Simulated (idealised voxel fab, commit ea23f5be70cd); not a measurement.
process module | voxel lift off
cross-section cut | 300 nm wide | cells 5 nm
A cross-section is a grid of square cells, given in bands from the top down. A band is one or more rows of cells.
Each band's line starts with the height of the band's top and of its bottom, in nm. Then come its materials from left to right, each with its width in nm. One material with "throughout" fills the band from edge to edge. "air" is empty space.
Height 0 is the level under which the wafer as received is all one material. The lowest band goes on downwards, as in "0 down".
A width such as "30 to 40" changes by the same amount from each row of cells to the next, from the band's top row to its bottom row.
"no change" after a step means that no cell of the cross-section changed.
closed voids: empty space of 8 cells or more with no open way to the top, each as width x height at its distance from the left edge, in nm
after a step's settings: what the simulator itself notes on the step
overlay nm, on a step with a mask: how far to the right of its planned place the mask lay; to the left if negative
plan
1 op RECEIVE | material Si
2 op CONFORMAL_DEP | material SiN | thk nm 10
3 op PATTERN | tone open | mask id LINES | material resist | width nm 25 | pitch nm 50 | thk nm 20 | overlay nm 0
4 op DIRECTIONAL_DEP | material Ru | thk nm 10
5 op STRIP | etch materials resist
6 op CONFORMAL_DEP | material SiN | thk nm 5
as received, after step 1
  0 down: Si throughout
  closed voids: none
first wafer at the end, as planned
  25 to 20: air 105 | SiN 35 | air 15 | SiN 35 | air 110
  20 to 15: air 105 | SiN 5 | Ru 25 | SiN 5 | air 15 | SiN 5 | Ru 25 | SiN 5 | air 110
  15 to 10: SiN 110 | Ru 25 | SiN 25 | Ru 25 | SiN 115
  10 to 0: SiN throughout
  0 down: Si throughout
  closed voids: none
second wafer at the end: like start, like plan, one mistake
  25 to 20: air 105 | SiN 35 | air 15 | SiN 35 | air 110
  20 to 15: air 105 | SiN 5 | Ru 25 | SiN 5 | air 15 | SiN 5 | Ru 25 | SiN 5 | air 110
  15 to 10: SiN 110 | Ru 25 | SiN 25 | Ru 25 | SiN 115
  10 to 0: Ru throughout
  0 down: Si throughout
  closed voids: none
what went wrong: step 2 ran as: op CONFORMAL_DEP | material Ru | thk nm 10
at the end the second wafer has, in cells: 120 more of Ru | 120 fewer of SiN
